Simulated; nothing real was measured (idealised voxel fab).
process module | voxel ribs on slabs
cross-section cut | 290 nm wide | cells 5 nm
A cross-section is a grid of square cells, given in bands from the top down. A band is one or more rows of cells.
Each band's line starts with the height of the band's top and of its bottom, in nm. Then come its materials from left to right, each with its width in nm. One material with "throughout" fills the band from edge to edge. "air" is empty space.
Height 0 is the level under which the wafer as received is all one material. The lowest band goes on downwards, as in "0 down".
A width such as "30 to 40" changes by the same amount from each row of cells to the next, from the band's top row to its bottom row.
"no change" after a step means that no cell of the cross-section changed.
closed voids: empty space of 8 cells or more with no open way to the top, each as width x height at its distance from the left edge, in nm
after a step's settings: what the simulator itself notes on the step
overlay nm, on a step with a mask: how far to the right of its planned place the mask lay; to the left if negative
plan
1 op RECEIVE | material Si
2 op DIRECTIONAL_DEP | material SiO2 | thk nm 20
3 op DIRECTIONAL_DEP | material polySi | thk nm 25
4 op DIRECTIONAL_DEP | material aC | thk nm 10
5 op PATTERN | tone cover | mask id RIB | material resist | width nm 20 | thk nm 25 | overlay nm 0
6 op DIRECTIONAL_ETCH | etch materials aC | depth nm 10
7 op STRIP | etch materials resist
8 op DIRECTIONAL_ETCH | etch materials polySi | depth nm 5
9 op STRIP | etch materials aC
10 op PATTERN | tone cover | mask id SLAB | material resist | width nm 70 | thk nm 15 | overlay nm 0
11 op DIRECTIONAL_ETCH | etch materials polySi | depth nm 20
12 op STRIP | etch materials resist
13 op FILL_DEP | material SiO2 | thk nm 30
14 op CMP | height nm 65
15 op DIRECTIONAL_DEP | material W | thk nm 5
16 op MASKED_ETCH | tone cover | mask id HEATER | width nm 30 | etch materials W | depth nm 5 | overlay nm 0
17 op CONFORMAL_DEP | material SiO2 | thk nm 5
as received, after step 1
  0 down: Si throughout
  closed voids: none
first wafer at the end, as planned
  75 to 70: air 125 | SiO2 40 | air 125
  70 to 65: SiO2 130 | W 30 | SiO2 130
  65 to 45: SiO2 throughout
  45 to 40: SiO2 135 | polySi 20 | SiO2 135
  40 to 20: SiO2 110 | polySi 70 | SiO2 110
  20 to 0: SiO2 throughout
  0 down: Si throughout
  closed voids: none
second wafer at the end: like start, like plan, one mistake
  75 to 70: air 125 | SiO2 40 | air 125
  70 to 65: SiO2 130 | W 30 | SiO2 130
  65 to 50: SiO2 throughout
  50 to 30: SiO2 110 | polySi 70 | SiO2 110
  30 to 20: aC throughout
  20 to 0: SiO2 throughout
  0 down: Si throughout
  closed voids: none
what went wrong: steps 3 and 4 were swapped
at the end the second wafer has, in cells: 112 fewer of SiO2 | 116 more of aC | 4 fewer of polySi
